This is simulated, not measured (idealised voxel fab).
Presented below is a process module, voxel trench capacitor.
185 nm wide, 5 nm square cells: that's cross-section cut.
The cross-sections in this document take the form of a grid made of square cells. They are written out as bands, in order from top to bottom. Each band consists of one or more rows of cells.
Band: top and bottom heights (nm) first, top before bottom; then materials from left to right, widths in nm. "throughout" marks a sole material filling the band edge to edge. "air" denotes empty space.
Height is counted from the level 0, under which the received wafer is composed throughout of one material. The lowest of the bands is not closed at the bottom but continues downward, in the notation "0..down".
Quick explanation for "30 to 40": the width changes in equal steps down the rows of cells, from the first number in the band's top row to the second number in its bottom row.
Step marked "nothing altered"? Then no cell in the cross-section changed in it.
"Completely enclosed voids" lists enclosed empty spaces (at least 8 cells, no open path upward to the top), each as width x height at distance from the left edge, in nm.
What comes after the settings on a step's line is commentary from the simulator itself on that step.
"overlay nm" answers the question of how far to the right of plan the mask lay on a step that has a mask, and when it is negative the answer is to the left.

Steps planned for the process:
1. RECEIVE, material Si
2. CONFORMAL_DEP, material SiN, thk nm 10
3. DIRECTIONAL_DEP, material aC, thk nm 15
4. PATTERN, tone open, mask id TRENCH, material resist, width nm 20, pitch nm 50, thk nm 35, overlay nm 0
5. DIRECTIONAL_ETCH, etch materials aC, depth nm 15
6. STRIP, etch materials resist
7. DIRECTIONAL_ETCH, etch materials SiN, depth nm 10
8. DIRECTIONAL_ETCH, etch materials Si, depth nm 25
9. STRIP, etch materials aC
10. CONFORMAL_DEP, material Al2O3, thk nm 5
11. CONFORMAL_DEP, material TiN, thk nm 5
12. FILL_DEP, material W, thk nm 5
13. CMP, height nm 10
Across this set of wafers, the varied parameter is the width nm of step 4. Starting conditions are identical for every wafer, and the plan reports the value assigned to the first wafer.

As received, i.e. after step 1: cross-section through the first of several wafers:
> 0..down: Si throughout
> Completely enclosed voids: none

First of several wafers, sectioned at end of module (last step: step 13):
> 10..0: SiN (55)  Al2O3 (5)  TiN (10)  Al2O3 (5)  SiN (30)  Al2O3 (5)  TiN (10)  Al2O3 (5)  SiN (60)
> 0..-20: Si (55)  Al2O3 (5)  TiN (10)  Al2O3 (5)  Si (30)  Al2O3 (5)  TiN (10)  Al2O3 (5)  Si (60)
> -20..-25: Si (55)  Al2O3 (20)  Si (30)  Al2O3 (20)  Si (60)
> -25..down: Si throughout
> Completely enclosed voids: none

End of module: cross-section, last of several wafers:
> 10..0: SiN (50)  Al2O3 (5)  TiN (5)  W (15)  TiN (5)  Al2O3 (5)  SiN (15)  Al2O3 (5)  TiN (5)  W (15)  TiN (5)  Al2O3 (5)  SiN (50)
> 0..-15: Si (50)  Al2O3 (5)  TiN (5)  W (15)  TiN (5)  Al2O3 (5)  Si (15)  Al2O3 (5)  TiN (5)  W (15)  TiN (5)  Al2O3 (5)  Si (50)
> -15..-20: Si (50)  Al2O3 (5)  TiN (25)  Al2O3 (5)  Si (15)  Al2O3 (5)  TiN (25)  Al2O3 (5)  Si (50)
> -20..-25: Si (50)  Al2O3 (35)  Si (15)  Al2O3 (35)  Si (50)
> -25..down: Si throughout
> Completely enclosed voids: none

Below, a row for every wafer. Read it as the end-of-module picture: for each material the wafer shows its cells gained (+) or lost (-) since it was received, and then its closed voids:
width nm 20; +32 Al2O3; -40 Si; +58 SiN; +24 TiN; Completely enclosed voids: none
width nm 25; +34 Al2O3; -50 Si; +54 SiN; +26 TiN; +10 W; Completely enclosed voids: none
width nm 30; +36 Al2O3; -60 Si; +50 SiN; +28 TiN; +20 W; Completely enclosed voids: none
width nm 35; +38 Al2O3; -70 Si; +46 SiN; +30 TiN; +30 W; Completely enclosed voids: none
